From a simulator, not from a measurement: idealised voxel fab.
The document below concerns the process module designated voxel fin reveal.
Cross-sectional view cut (width: 150 nm; square cell size: 5 nm).
Format of a cross-section: grid, square cells. Given as bands. Order: top down. Band: one or more rows of cells. Look at the band entry: it leads with the top's height and the bottom's height in nm. Then it lists the materials left to right, with a width in nm for each. The word "everywhere" on a single material says that material fills the band edge to edge. The word "empty" is empty space. Heights from 0 (as-received wafer is one material below). Bottom band endless downward, as "0 and below". Quick explanation for "30..40": the width changes in equal steps down the rows of cells, from the first number in the band's top row to the second number in its bottom row. Reading "all unchanged" for a step: not a cell of the cross-section changed in it. In the "Enclosed cavity list" entry, you get each enclosed empty space of 8 cells or more, one with no open way to the top, written width x height at distance, distance from the left edge, in nm. If you see something after the settings on a step's line, that's the simulator's own remark about that step. overlay nm: on a step with a mask, how far right of its planned place the mask lay; negative means left.
THE STEPS PLANNED FOR THE PROCESS ARE AS FOLLOWS
- 1: op RECEIVE | material Si
- 2: op CONFORMAL_DEP | material SiN | thk nm 10
- 3: op DIRECTIONAL_DEP | material aC | thk nm 15
- 4: op PATTERN | tone cover | mask id FINS | material resist | width nm 15 | pitch nm 40 | thk nm 30 | overlay nm 0
- 5: op DIRECTIONAL_ETCH | etch materials aC | depth nm 15
- 6: op STRIP | etch materials resist
- 7: op DIRECTIONAL_ETCH | etch materials SiN | depth nm 10
- 8: op DIRECTIONAL_ETCH | etch materials Si | depth nm 40
- 9: op STRIP | etch materials aC
- 10: op OXIDIZE | depth nm 5
- 11: op FILL_DEP | material SiO2 | thk nm 15
- 12: op CMP | height nm 10
- 13: op SELECTIVE_ETCH | etch materials SiO2 | depth nm 35
- 14: op STRIP | etch materials SiN
CROSS-SECTION OF THE WAFER AS IT CAME TO US, I.E., ALREADY THROUGH STEP 1
* 0 and below  Si everywhere
* Enclosed cavity list: none
CROSS-SECTION: FIRST OF TWO WAFERS, MODULE FINISHED, RUN ACCORDING TO PLAN
* 0 down to -25  empty 30 | Si 5 | empty 35 | Si 5 | empty 35 | Si 5 | empty 35
* -25 down to -45  SiO2 30 | Si 5 | SiO2 35 | Si 5 | SiO2 35 | Si 5 | SiO2 35
* -45 and below  Si everywhere
* Enclosed cavity list: none
WAFER TWO, SECTIONED AFTER THE MODULE: THE FIRST WAFER'S START, THE FIRST WAFER'S PLAN, AND ONE MISTAKE IN HOW IT WAS RUN
* 0 down to -10  empty 30 | Si 5 | empty 35 | Si 5 | empty 35 | Si 5 | empty 35
* -10 down to -45  SiO2 30 | Si 5 | SiO2 35 | Si 5 | SiO2 35 | Si 5 | SiO2 35
* -45 and below  Si everywhere
* Enclosed cavity list: none
Short version of what went wrong: step 12 in the plan did not get run; it was skipped
Per the end-of-run cell counts, the second wafer holds more or fewer of some materials than the first: 81 more of SiO2
